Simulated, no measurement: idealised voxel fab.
Herein follows the process module entitled voxel capacitor over wiring.
Cross-section cut spans 195 nm and uses square cells 5 nm in size.
If you're reading a cross-section in this doc, picture square cells in a grid; it comes to you as bands, top ones listed first down to the bottom, and a band can be one or more rows of cells. Quick guide to a band line: top height, bottom height (nm) up front; then every material left to right with its width in nm. Only one material and it's marked "everywhere"? Then it fills the band edge to edge. And "empty" just means empty space. Where do heights start? At 0: under that level the wafer as delivered is made of one material only. And the lowest band has no floor; it just carries on downward, as in "0 and below". Think of "30->40" as a width that walks from the first number to the second as you go down the band, top row to bottom row, taking equal-sized steps from row to row. When a step is marked "nothing was modified", none of the cells in the cross-section changed during that step. The list in "Fully closed voids" covers empty spaces of 8 cells or more that cannot reach the top through any open way, and it gives each as width x height at distance; the distance is from the left edge, and width, height and distance are in nm. Note: text after step settings on the step line = simulator remark on that step. For masked steps, "overlay nm" on the step line gives how far right of plan the mask actually lay; a minus sign means it lay to the left.
So here's the lineup of process steps we planned
- 1: RECEIVE with material Si
- 2: CONFORMAL_DEP with material SiO2, thk nm 10
- 3: CONFORMAL_DEP with material SiCN, thk nm 5
- 4: DIRECTIONAL_DEP with material lowk, thk nm 15
- 5: PATTERN with tone open, mask id METAL_1, material resist, width nm 25, pitch nm 80, thk nm 15, overlay nm 0
- 6: DIRECTIONAL_ETCH with etch materials lowk, depth nm 15
- 7: DIRECTIONAL_ETCH with etch materials SiCN, depth nm 5
- 8: STRIP with etch materials resist
- 9: CONFORMAL_DEP with material TiN, thk nm 5
- 10: FILL_DEP with material Cu, thk nm 10
- 11: CMP with height nm 30
- 12: EPI with material Ru, thk nm 5
- 13: FILL_DEP with material SiCN, thk nm 5
- 14: DIRECTIONAL_DEP with material lowk, thk nm 10
- 15: MASKED_ETCH with tone open, mask id PLUG_1, width nm 15, etch materials lowk, depth nm 10, overlay nm 0
- 16: MASKED_ETCH with tone open, mask id PLUG_1, width nm 15, etch materials SiCN, depth nm 5, overlay nm 0
- 17: EPI with material Ru, thk nm 10
- 18: EPI with material Ru, thk nm 5
- 19: DIRECTIONAL_DEP with material TiN, thk nm 10
- 20: DIRECTIONAL_DEP with material SiN, thk nm 5
- 21: DIRECTIONAL_DEP with material TiN, thk nm 10
- 22: DIRECTIONAL_DEP with material aC, thk nm 10
- 23: PATTERN with tone cover, mask id UPPER_PLATE, material resist, width nm 60, thk nm 30, overlay nm 0
- 24: DIRECTIONAL_ETCH with etch materials aC, depth nm 10
- 25: STRIP with etch materials resist
- 26: DIRECTIONAL_ETCH with etch materials TiN, depth nm 10
- 27: DIRECTIONAL_ETCH with etch materials SiN, depth nm 5
- 28: STRIP with etch materials aC
- 29: MASKED_ETCH with tone cover, mask id LOWER_PLATE, width nm 70, etch materials TiN, depth nm 10, overlay nm 0
- 30: FILL_DEP with material SiO2, thk nm 15
- 31: CMP with height nm 85
- 32: PATTERN with tone open, mask id PLUG_2, material resist, width nm 15, thk nm 20, overlay nm 0
- 33: DIRECTIONAL_ETCH with etch materials SiO2, depth nm 10
- 34: STRIP with etch materials resist
- 35: CONFORMAL_DEP with material TiN, thk nm 5
- 36: FILL_DEP with material Cu, thk nm 5
- 37: CMP with height nm 85
- 38: CONFORMAL_DEP with material SiCN, thk nm 5
The first of a set of two wafers, run to plan
Incoming wafer, cross-sectional view, post step 1
    0 and below = Si everywhere
    Fully closed voids: none
So this is the wafer cross-section right after step 2
    10 down to 0 = SiO2 everywhere
    Whatever lies below 0 is exactly as it was before.
So this is the wafer cross-section right after step 3
    15 down to 10 = SiCN everywhere
    Whatever lies below 10 is exactly as it was before.
So this is the wafer cross-section right after step 4
    30 down to 15 = lowk everywhere
    Whatever lies below 15 is exactly as it was before.
So this is the wafer cross-section right after step 5
    45 down to 30 = 45 of resist / 25 of empty / 55 of resist / 25 of empty / 45 of resist
    Whatever lies below 30 is exactly as it was before.
So this is the wafer cross-section right after step 6
    45 down to 30 = 45 of resist / 25 of empty / 55 of resist / 25 of empty / 45 of resist
    30 down to 15 = 45 of lowk / 25 of empty / 55 of lowk / 25 of empty / 45 of lowk
    Whatever lies below 15 is exactly as it was before.
So this is the wafer cross-section right after step 7
    45 down to 30 = 45 of resist / 25 of empty / 55 of resist / 25 of empty / 45 of resist
    30 down to 15 = 45 of lowk / 25 of empty / 55 of lowk / 25 of empty / 45 of lowk
    15 down to 10 = 45 of SiCN / 25 of empty / 55 of SiCN / 25 of empty / 45 of SiCN
    Whatever lies below 10 is exactly as it was before.
So this is the wafer cross-section right after step 8
    30 down to 15 = 45 of lowk / 25 of empty / 55 of lowk / 25 of empty / 45 of lowk
    Whatever lies below 15 is exactly as it was before.
So this is the wafer cross-section right after step 9
    35 down to 30 = 50 of TiN / 15 of empty / 65 of TiN / 15 of empty / 50 of TiN
    30 down to 15 = 45 of lowk / 5 of TiN / 15 of empty / 5 of TiN / 55 of lowk / 5 of TiN / 15 of empty / 5 of TiN / 45 of lowk
    15 down to 10 = 45 of SiCN / 25 of TiN / 55 of SiCN / 25 of TiN / 45 of SiCN
    Whatever lies below 10 is exactly as it was before.
So this is the wafer cross-section right after step 10
    45 down to 35 = Cu everywhere
    35 down to 30 = 50 of TiN / 15 of Cu / 65 of TiN / 15 of Cu / 50 of TiN
    30 down to 15 = 45 of lowk / 5 of TiN / 15 of Cu / 5 of TiN / 55 of lowk / 5 of TiN / 15 of Cu / 5 of TiN / 45 of lowk
    Whatever lies below 15 is exactly as it was before.
So this is the wafer cross-section right after step 11
    30 down to 15 = 45 of lowk / 5 of TiN / 15 of Cu / 5 of TiN / 55 of lowk / 5 of TiN / 15 of Cu / 5 of TiN / 45 of lowk
    Whatever lies below 15 is exactly as it was before.
So this is the wafer cross-section right after step 12
    35 down to 30 = 40 of empty / 35 of Ru / 45 of empty / 35 of Ru / 40 of empty
    Whatever lies below 30 is exactly as it was before.
So this is the wafer cross-section right after step 13
    40 down to 35 = SiCN everywhere
    35 down to 30 = 40 of SiCN / 35 of Ru / 45 of SiCN / 35 of Ru / 40 of SiCN
    Whatever lies below 30 is exactly as it was before.
So this is the wafer cross-section right after step 14
    50 down to 40 = lowk everywhere
    Whatever lies below 40 is exactly as it was before.
So this is the wafer cross-section right after step 15
    50 down to 40 = 55 of lowk / 15 of empty / 125 of lowk
    Whatever lies below 40 is exactly as it was before.
So this is the wafer cross-section right after step 16
    50 down to 40 = 55 of lowk / 15 of empty / 125 of lowk
    40 down to 35 = 55 of SiCN / 15 of empty / 125 of SiCN
    Whatever lies below 35 is exactly as it was before.
So this is the wafer cross-section right after step 17
    50 down to 45 = 55 of lowk / 15 of empty / 125 of lowk
    45 down to 40 = 55 of lowk / 15 of Ru / 125 of lowk
    40 down to 35 = 55 of SiCN / 15 of Ru / 125 of SiCN
    Whatever lies below 35 is exactly as it was before.
So this is the wafer cross-section right after step 18
    50 down to 40 = 55 of lowk / 15 of Ru / 125 of lowk
    Whatever lies below 40 is exactly as it was before.
So this is the wafer cross-section right after step 19
    60 down to 50 = TiN everywhere
    Whatever lies below 50 is exactly as it was before.
So this is the wafer cross-section right after step 20
    65 down to 60 = SiN everywhere
    Whatever lies below 60 is exactly as it was before.
So this is the wafer cross-section right after step 21
    75 down to 65 = TiN everywhere
    Whatever lies below 65 is exactly as it was before.
So this is the wafer cross-section right after step 22
    85 down to 75 = aC everywhere
    Whatever lies below 75 is exactly as it was before.
So this is the wafer cross-section right after step 23
    115 down to 85 = 55 of empty / 60 of resist / 80 of empty
    Whatever lies below 85 is exactly as it was before.
So this is the wafer cross-section right after step 24
    105 down to 85 = 55 of empty / 60 of resist / 80 of empty
    85 down to 75 = 55 of empty / 60 of aC / 80 of empty
    Whatever lies below 75 is exactly as it was before.
So this is the wafer cross-section right after step 25
    85 down to 75 = 55 of empty / 60 of aC / 80 of empty
    Whatever lies below 75 is exactly as it was before.
So this is the wafer cross-section right after step 26
    85 down to 75 = 55 of empty / 60 of aC / 80 of empty
    75 down to 65 = 55 of empty / 60 of TiN / 80 of empty
    Whatever lies below 65 is exactly as it was before.
So this is the wafer cross-section right after step 27
    85 down to 75 = 55 of empty / 60 of aC / 80 of empty
    75 down to 65 = 55 of empty / 60 of TiN / 80 of empty
    65 down to 60 = 55 of empty / 60 of SiN / 80 of empty
    Whatever lies below 60 is exactly as it was before.
So this is the wafer cross-section right after step 28
    75 down to 65 = 55 of empty / 60 of TiN / 80 of empty
    Whatever lies below 65 is exactly as it was before.
So this is the wafer cross-section right after step 29
    75 down to 65 = 55 of empty / 60 of TiN / 80 of empty
    65 down to 60 = 55 of empty / 60 of SiN / 80 of empty
    60 down to 50 = 50 of empty / 70 of TiN / 75 of empty
    Whatever lies below 50 is exactly as it was before.
So this is the wafer cross-section right after step 30
    90 down to 75 = SiO2 everywhere
    75 down to 65 = 55 of SiO2 / 60 of TiN / 80 of SiO2
    65 down to 60 = 55 of SiO2 / 60 of SiN / 80 of SiO2
    60 down to 50 = 50 of SiO2 / 70 of TiN / 75 of SiO2
    Whatever lies below 50 is exactly as it was before.
So this is the wafer cross-section right after step 31
    85 down to 75 = SiO2 everywhere
    Whatever lies below 75 is exactly as it was before.
So this is the wafer cross-section right after step 32
    105 down to 85 = 65 of resist / 15 of empty / 115 of resist
    Whatever lies below 85 is exactly as it was before.
So this is the wafer cross-section right after step 33
    105 down to 85 = 65 of resist / 15 of empty / 115 of resist
    85 down to 75 = 65 of SiO2 / 15 of empty / 115 of SiO2
    Whatever lies below 75 is exactly as it was before.
So this is the wafer cross-section right after step 34
    85 down to 75 = 65 of SiO2 / 15 of empty / 115 of SiO2
    Whatever lies below 75 is exactly as it was before.
So this is the wafer cross-section right after step 35
    90 down to 85 = 70 of TiN / 5 of empty / 120 of TiN
    85 down to 80 = 65 of SiO2 / 5 of TiN / 5 of empty / 5 of TiN / 115 of SiO2
    80 down to 75 = 65 of SiO2 / 15 of TiN / 115 of SiO2
    Whatever lies below 75 is exactly as it was before.
So this is the wafer cross-section right after step 36
    95 down to 90 = Cu everywhere
    90 down to 85 = 70 of TiN / 5 of Cu / 120 of TiN
    85 down to 80 = 65 of SiO2 / 5 of TiN / 5 of Cu / 5 of TiN / 115 of SiO2
    Whatever lies below 80 is exactly as it was before.
So this is the wafer cross-section right after step 37
    85 down to 80 = 65 of SiO2 / 5 of TiN / 5 of Cu / 5 of TiN / 115 of SiO2
    Whatever lies below 80 is exactly as it was before.
So this is the wafer cross-section right after step 38
    90 down to 85 = SiCN everywhere
    Whatever lies below 85 is exactly as it was before.
Wafer two. Same start, same plan, one slip in execution. Same as wafer one through step 28, inclusive
Cross-section of the second wafer at the time step 29 of the plan should have ended
    75 down to 65 = 55 of empty / 60 of TiN / 80 of empty
    65 down to 60 = 55 of empty / 60 of SiN / 80 of empty
    60 down to 50 = 50 of empty / 75 of TiN / 70 of empty
    Whatever lies below 50 is exactly as it was before.
Cross-section of the second wafer at the time step 30 of the plan should have ended
    90 down to 75 = SiO2 everywhere
    75 down to 65 = 55 of SiO2 / 60 of TiN / 80 of SiO2
    65 down to 60 = 55 of SiO2 / 60 of SiN / 80 of SiO2
    60 down to 50 = 50 of SiO2 / 75 of TiN / 70 of SiO2
    Whatever lies below 50 is exactly as it was before.
Cross-section of the second wafer at the time step 31 of the plan should have ended
    85 down to 75 = SiO2 everywhere
    Whatever lies below 75 is exactly as it was before.
Cross-section of the second wafer at the time step 32 of the plan should have ended
    105 down to 85 = 65 of resist / 15 of empty / 115 of resist
    Whatever lies below 85 is exactly as it was before.
Cross-section of the second wafer at the time step 33 of the plan should have ended
    105 down to 85 = 65 of resist / 15 of empty / 115 of resist
    85 down to 75 = 65 of SiO2 / 15 of empty / 115 of SiO2
    Whatever lies below 75 is exactly as it was before.
Cross-section of the second wafer at the time step 34 of the plan should have ended
    85 down to 75 = 65 of SiO2 / 15 of empty / 115 of SiO2
    Whatever lies below 75 is exactly as it was before.
Cross-section of the second wafer at the time step 35 of the plan should have ended
    90 down to 85 = 70 of TiN / 5 of empty / 120 of TiN
    85 down to 80 = 65 of SiO2 / 5 of TiN / 5 of empty / 5 of TiN / 115 of SiO2
    80 down to 75 = 65 of SiO2 / 15 of TiN / 115 of SiO2
    Whatever lies below 75 is exactly as it was before.
Cross-section of the second wafer at the time step 36 of the plan should have ended
    95 down to 90 = Cu everywhere
    90 down to 85 = 70 of TiN / 5 of Cu / 120 of TiN
    85 down to 80 = 65 of SiO2 / 5 of TiN / 5 of Cu / 5 of TiN / 115 of SiO2
    Whatever lies below 80 is exactly as it was before.
Cross-section of the second wafer at the time step 37 of the plan should have ended
    85 down to 80 = 65 of SiO2 / 5 of TiN / 5 of Cu / 5 of TiN / 115 of SiO2
    Whatever lies below 80 is exactly as it was before.
Cross-section of the second wafer at the time step 38 of the plan should have ended
    90 down to 85 = SiCN everywhere
    Whatever lies below 85 is exactly as it was before.
Processing error: step 29: run off-plan, actual operation and settings MASKED_ETCH with tone cover, mask id LOWER_PLATE, width nm 75, etch materials TiN, depth nm 10, overlay nm 0
The closing comparison, in cells, has the second wafer with more or fewer of some materials than the first: -2 SiO2; +2 TiN
